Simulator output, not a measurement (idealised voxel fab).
Presented below is a process module, voxel ribs on slabs.
The figure presents cross-section cut, which has a width of 220 nm and is divided into square cells with an edge length of 5 nm.
A cross-section is written here as square cells arranged in a grid, and it is given in bands from the top down, each band taking up one or more rows of cells. Look at the band entry: it leads with the top's height and the bottom's height in nm. Then it lists the materials left to right, with a width in nm for each. The word "edge to edge" on a single material says that material fills the band edge to edge. The word "air" is empty space. Heights are expressed relative to 0, this being the level below which the as-received wafer comprises one material exclusively. The lowest band is unbounded in the downward direction and is denoted as in "0 -> down". The two numbers in a width such as "30->40" mark its ends across the band: the first belongs to the top row of cells, the second to the bottom row, and from each row to the next the width moves by the same amount. When a step is marked "nothing changed", none of the cells in the cross-section changed during that step. "Closed empty spaces": empty spaces of 8 cells or more with no open way to the top, each given as width x height at distance, distance from the left edge, all in nm. On a step's line, text after the settings is the simulator commenting on that step. overlay nm: right-of-plan distance of the mask on a masked step; negative values mean left-of-plan.
Process steps - plan:
1 RECEIVE: material Si
2 DIRECTIONAL_DEP: material SiO2, thk nm 20
3 DIRECTIONAL_DEP: material SiN, thk nm 15
4 PATTERN: tone cover, mask id RIB, material resist, width nm 20, thk nm 15, overlay nm 0
5 DIRECTIONAL_ETCH: etch materials SiN, depth nm 10
6 STRIP: etch materials resist
7 PATTERN: tone cover, mask id SLAB, material resist, width nm 60, thk nm 20, overlay nm 0
8 DIRECTIONAL_ETCH: etch materials SiN, depth nm 5
9 STRIP: etch materials resist
10 FILL_DEP: material SiO2, thk nm 20
11 CMP: height nm 45
12 DIRECTIONAL_DEP: material W, thk nm 5
13 PATTERN: tone cover, mask id HEATER, material resist, width nm 30, thk nm 20, overlay nm 0
14 DIRECTIONAL_ETCH: etch materials W, depth nm 5
15 STRIP: etch materials resist
16 CONFORMAL_DEP: material SiN, thk nm 10
Account of the first of two wafers, which was processed as intended:
Here's what the wafer looked like in cross-section when it arrived - that's after step 1:
0 -> down | Si edge to edge
Closed empty spaces: none
The following cross-section depicts the wafer upon completion of step 2:
20 -> 0 | SiO2 edge to edge
Beneath the level 0, the cross-section is identical to its previous state.
The following cross-section depicts the wafer upon completion of step 3:
35 -> 20 | SiN edge to edge
Beneath the level 20, the cross-section is identical to its previous state.
The following cross-section depicts the wafer upon completion of step 4:
50 -> 35 | 100 of air / 20 of resist / 100 of air
Beneath the level 35, the cross-section is identical to its previous state.
The following cross-section depicts the wafer upon completion of step 5:
50 -> 35 | 100 of air / 20 of resist / 100 of air
35 -> 25 | 100 of air / 20 of SiN / 100 of air
Beneath the level 25, the cross-section is identical to its previous state.
The following cross-section depicts the wafer upon completion of step 6:
35 -> 25 | 100 of air / 20 of SiN / 100 of air
Beneath the level 25, the cross-section is identical to its previous state.
The following cross-section depicts the wafer upon completion of step 7:
55 -> 35 | 80 of air / 60 of resist / 80 of air
35 -> 25 | 80 of air / 20 of resist / 20 of SiN / 20 of resist / 80 of air
Beneath the level 25, the cross-section is identical to its previous state.
The following cross-section depicts the wafer upon completion of step 8:
55 -> 35 | 80 of air / 60 of resist / 80 of air
35 -> 25 | 80 of air / 20 of resist / 20 of SiN / 20 of resist / 80 of air
25 -> 20 | 80 of air / 60 of SiN / 80 of air
Beneath the level 20, the cross-section is identical to its previous state.
The following cross-section depicts the wafer upon completion of step 9:
35 -> 25 | 100 of air / 20 of SiN / 100 of air
Beneath the level 25, the cross-section is identical to its previous state.
The following cross-section depicts the wafer upon completion of step 10:
55 -> 35 | SiO2 edge to edge
35 -> 25 | 100 of SiO2 / 20 of SiN / 100 of SiO2
25 -> 20 | 80 of SiO2 / 60 of SiN / 80 of SiO2
Beneath the level 20, the cross-section is identical to its previous state.
The following cross-section depicts the wafer upon completion of step 11:
45 -> 35 | SiO2 edge to edge
Beneath the level 35, the cross-section is identical to its previous state.
The following cross-section depicts the wafer upon completion of step 12:
50 -> 45 | W edge to edge
Beneath the level 45, the cross-section is identical to its previous state.
The following cross-section depicts the wafer upon completion of step 13:
70 -> 50 | 95 of air / 30 of resist / 95 of air
Beneath the level 50, the cross-section is identical to its previous state.
The following cross-section depicts the wafer upon completion of step 14:
70 -> 50 | 95 of air / 30 of resist / 95 of air
50 -> 45 | 95 of air / 30 of W / 95 of air
Beneath the level 45, the cross-section is identical to its previous state.
The following cross-section depicts the wafer upon completion of step 15:
50 -> 45 | 95 of air / 30 of W / 95 of air
Beneath the level 45, the cross-section is identical to its previous state.
The following cross-section depicts the wafer upon completion of step 16:
60 -> 55 | 85 of air / 50 of SiN / 85 of air
55 -> 50 | SiN edge to edge
50 -> 45 | 95 of SiN / 30 of W / 95 of SiN
Beneath the level 45, the cross-section is identical to its previous state.
The remaining wafer, second of the two, started like the first and was run to the same plan, except that one mistake was made along the way; the two coincide through step 12, inclusive:
Second wafer, cross-section, planned end of step 13:
70 -> 50 | 95 of air / 35 of resist / 90 of air
Beneath the level 50, the cross-section is identical to its previous state.
Second wafer, cross-section, planned end of step 14:
70 -> 50 | 95 of air / 35 of resist / 90 of air
50 -> 45 | 95 of air / 35 of W / 90 of air
Beneath the level 45, the cross-section is identical to its previous state.
Second wafer, cross-section, planned end of step 15:
50 -> 45 | 95 of air / 35 of W / 90 of air
Beneath the level 45, the cross-section is identical to its previous state.
Second wafer, cross-section, planned end of step 16:
60 -> 55 | 85 of air / 55 of SiN / 80 of air
55 -> 50 | SiN edge to edge
50 -> 45 | 95 of SiN / 35 of W / 90 of SiN
Beneath the level 45, the cross-section is identical to its previous state.
Nonconformance to the process plan: step 13 deviated from plan and actually ran as PATTERN: tone cover, mask id HEATER, material resist, width nm 35, thk nm 20, overlay nm 0
at the end the second wafer has, in cells: W: 1 more
